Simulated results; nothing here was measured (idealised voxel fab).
Module name: voxel wiring stack (process module)
Pictured: cross-section cut, 290 nm wide, on a grid of 5 nm square cells.
We lay out every cross-section as a grid of square cells and spell it out in bands from the top down, where one band means one or more rows of cells.
This entry defines a band. It first specifies the height of the band's top and the height of its bottom in nm, and then specifies the band's materials from left to right, stating each material with its width in nm. The word "everywhere" identifies a single material that fills the band from edge to edge, while the word "blank" identifies empty space.
Zero point of the height axis is 0; under it, received wafer = one material. Lowest band: continues down indefinitely, "top 0, no bottom".
So if you see something like "30 to 40" for the width, read it as the top row of the band sitting at the first number and the bottom row at the second, with every row in between moving by the same amount as the last.
The cross-section has no changed cell in any step marked "nothing altered".
Entry "Closed void list" = empty spaces >= 8 cells with no open way to the top; each as width x height at distance, distance from left edge, all nm.
On each step's line, the part that comes after the settings is the simulator's own comment on the step.
overlay nm: right-of-plan distance of the mask on a masked step; negative values mean left-of-plan.

The process steps that were planned are listed below
step 1: RECEIVE, material Si
step 2: CONFORMAL_DEP, material SiO2, thk nm 10
step 3: CONFORMAL_DEP, material SiCN, thk nm 5
step 4: DIRECTIONAL_DEP, material lowk, thk nm 15
step 5: MASKED_ETCH, tone open, mask id METAL_1, width nm 25, pitch nm 50, etch materials lowk, depth nm 15, overlay nm 0
step 6: MASKED_ETCH, tone open, mask id METAL_1, width nm 25, pitch nm 50, etch materials SiCN, depth nm 5, overlay nm 0
step 7: CONFORMAL_DEP, material TiN, thk nm 5
step 8: FILL_DEP, material Ru, thk nm 5
step 9: CMP, height nm 30
step 10: CONFORMAL_DEP, material SiCN, thk nm 5
step 11: DIRECTIONAL_DEP, material SiO2, thk nm 20
step 12: PATTERN, tone open, mask id PLUG_1, material resist, width nm 15, pitch nm 50, thk nm 15, overlay nm 0
step 13: DIRECTIONAL_ETCH, etch materials SiO2, depth nm 20
step 14: DIRECTIONAL_ETCH, etch materials SiCN, depth nm 5
step 15: STRIP, etch materials resist
step 16: CONFORMAL_DEP, material TiN, thk nm 5
step 17: FILL_DEP, material W, thk nm 5
step 18: CMP, height nm 55
step 19: CONFORMAL_DEP, material SiCN, thk nm 5
step 20: DIRECTIONAL_DEP, material SiO2, thk nm 20
step 21: PATTERN, tone open, mask id METAL_2, material resist, width nm 25, pitch nm 50, thk nm 15, overlay nm 0
step 22: DIRECTIONAL_ETCH, etch materials SiO2, depth nm 20
step 23: DIRECTIONAL_ETCH, etch materials SiCN, depth nm 5
step 24: STRIP, etch materials resist
step 25: CONFORMAL_DEP, material TiN, thk nm 5
step 26: FILL_DEP, material Cu, thk nm 5
step 27: CMP, height nm 80
step 28: CONFORMAL_DEP, material SiCN, thk nm 5

as received, after step 1
* top 0, no bottom = Si everywhere
* Closed void list: none

Cross-section: first of two wafers, module finished, run according to plan
* top 85, bottom 80 = SiCN everywhere
* top 80, bottom 60 = SiO2: 105  TiN: 5  Cu: 15  TiN: 5  SiO2: 25  TiN: 5  Cu: 15  TiN: 5  SiO2: 110
* top 60, bottom 55 = SiCN: 105  TiN: 25  SiCN: 25  TiN: 25  SiCN: 110
* top 55, bottom 35 = SiO2: 105  TiN: 5  W: 5  TiN: 5  SiO2: 35  TiN: 5  W: 5  TiN: 5  SiO2: 120
* top 35, bottom 30 = SiCN: 105  TiN: 15  SiCN: 35  TiN: 15  SiCN: 120
* top 30, bottom 15 = lowk: 105  TiN: 5  Ru: 15  TiN: 5  lowk: 25  TiN: 5  Ru: 15  TiN: 5  lowk: 110
* top 15, bottom 10 = SiCN: 105  TiN: 25  SiCN: 25  TiN: 25  SiCN: 110
* top 10, bottom 0 = SiO2 everywhere
* top 0, no bottom = Si everywhere
* Closed void list: none

Same start, same plan as the first wafer - but one mistake in the run. Cross-section of the second of the two at the end of the module
* top 85, bottom 80 = SiCN everywhere
* top 80, bottom 60 = SiO2: 105  TiN: 5  Cu: 15  TiN: 5  SiO2: 25  TiN: 5  Cu: 15  TiN: 5  SiO2: 110
* top 60, bottom 55 = SiCN: 105  TiN: 25  SiCN: 25  TiN: 25  SiCN: 110
* top 55, bottom 35 = SiO2: 105  TiN: 5  W: 5  TiN: 5  SiO2: 35  TiN: 5  W: 5  TiN: 5  SiO2: 120
* top 35, bottom 30 = SiCN: 105  TiN: 15  SiCN: 35  TiN: 15  SiCN: 120
* top 30, bottom 20 = lowk: 105  TiN: 5  Ru: 15  TiN: 5  lowk: 25  TiN: 5  Ru: 15  TiN: 5  lowk: 110
* top 20, bottom 15 = lowk: 105  TiN: 10  Ru: 5  TiN: 10  lowk: 25  TiN: 10  Ru: 5  TiN: 10  lowk: 110
* top 15, bottom 10 = SiCN: 110  TiN: 15  SiCN: 35  TiN: 15  SiCN: 115
* top 10, bottom 0 = SiO2 everywhere
* top 0, no bottom = Si everywhere
* Closed void list: none
what went wrong: step 6 was not run as planned; what actually ran was MASKED_ETCH, tone open, mask id METAL_1, width nm 15, pitch nm 50, etch materials SiCN, depth nm 5, overlay nm 0
End check, counted in cells, second wafer has more or fewer of these materials than the first: Ru: 4 fewer, SiCN: 4 more
